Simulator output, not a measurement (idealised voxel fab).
Process module name: voxel ribs on slabs
Square cell edge 5 nm, section width 255 nm, ID cut.
This document writes a cross-section as a grid whose cells are square, and gives it as bands, listed from the top down; one or more rows of cells form a band.
Band: top height; bottom height; in nm. Then, left to right: material with width in nm, for each material. "throughout": a single material spanning edge to edge. "empty": empty space.
For the purposes of this specification, 0 denotes the height below which the wafer in its as-received condition is composed wholly of one material, and the lowermost band, lacking a lower limit, extends downward without end, as expressed in "z 0 and below".
The expression "30..40" gives the width at the extremes of the band, the first number at its top row of cells and the second at its bottom row, with the width changing by equal amounts from each row to the next in between.
The cross-section has no changed cell in any step marked "nothing was modified".
This entry, "Entrapped void list", enumerates those empty regions of no fewer than 8 cells that possess no open connection to the top. Each region is reported in the form width x height at distance, the distance being taken from the left edge, with all three quantities expressed in nm.
The remark found on a step's line after its settings is issued by the simulator itself and pertains to that step.
"overlay nm" answers the question of how far to the right of plan the mask lay on a step that has a mask, and when it is negative the answer is to the left.

The following list gives the planned process steps
- 1: RECEIVE,material Si
- 2: DIRECTIONAL_DEP,material SiO2,thk nm 20
- 3: DIRECTIONAL_DEP,material polySi,thk nm 15
- 4: MASKED_ETCH,tone cover,mask id RIB,width nm 20,etch materials polySi,depth nm 5,overlay nm 0
- 5: DIRECTIONAL_DEP,material aC,thk nm 15
- 6: PATTERN,tone cover,mask id SLAB,material resist,width nm 70,thk nm 30,overlay nm 0
- 7: DIRECTIONAL_ETCH,etch materials aC,depth nm 15
- 8: STRIP,etch materials resist
- 9: DIRECTIONAL_ETCH,etch materials polySi,depth nm 10
- 10: STRIP,etch materials aC
- 11: FILL_DEP,material SiO2,thk nm 20
- 12: CMP,height nm 45
- 13: DIRECTIONAL_DEP,material W,thk nm 5
- 14: MASKED_ETCH,tone cover,mask id HEATER,width nm 20,etch materials W,depth nm 5,overlay nm 0
- 15: CONFORMAL_DEP,material SiN,thk nm 5
For clarity, it should be stated that the wafers under discussion commence in an identical condition and differ with respect to the width nm of step 14, the plan indicating the value that the first wafer had.

After step 1, as received: first of several wafers, cross-section
    z 0 and below = Si throughout
    Entrapped void list: none

What follows is a table in which each wafer occupies a row; for the wafer as it stands at the close of the module, the row states, material by material, how many cells have been gained (+) or lost (-) since receipt, and then gives its closed voids
width nm 20; +53 SiN; +427 SiO2; +4 W; +32 polySi; Entrapped void list: none
width nm 25; +53 SiN; +427 SiO2; +5 W; +32 polySi; Entrapped void list: none
width nm 30; +53 SiN; +427 SiO2; +6 W; +32 polySi; Entrapped void list: none
width nm 35; +53 SiN; +427 SiO2; +7 W; +32 polySi; Entrapped void list: none
width nm 40; +53 SiN; +427 SiO2; +8 W; +32 polySi; Entrapped void list: none
width nm 45; +53 SiN; +427 SiO2; +9 W; +32 polySi; Entrapped void list: none
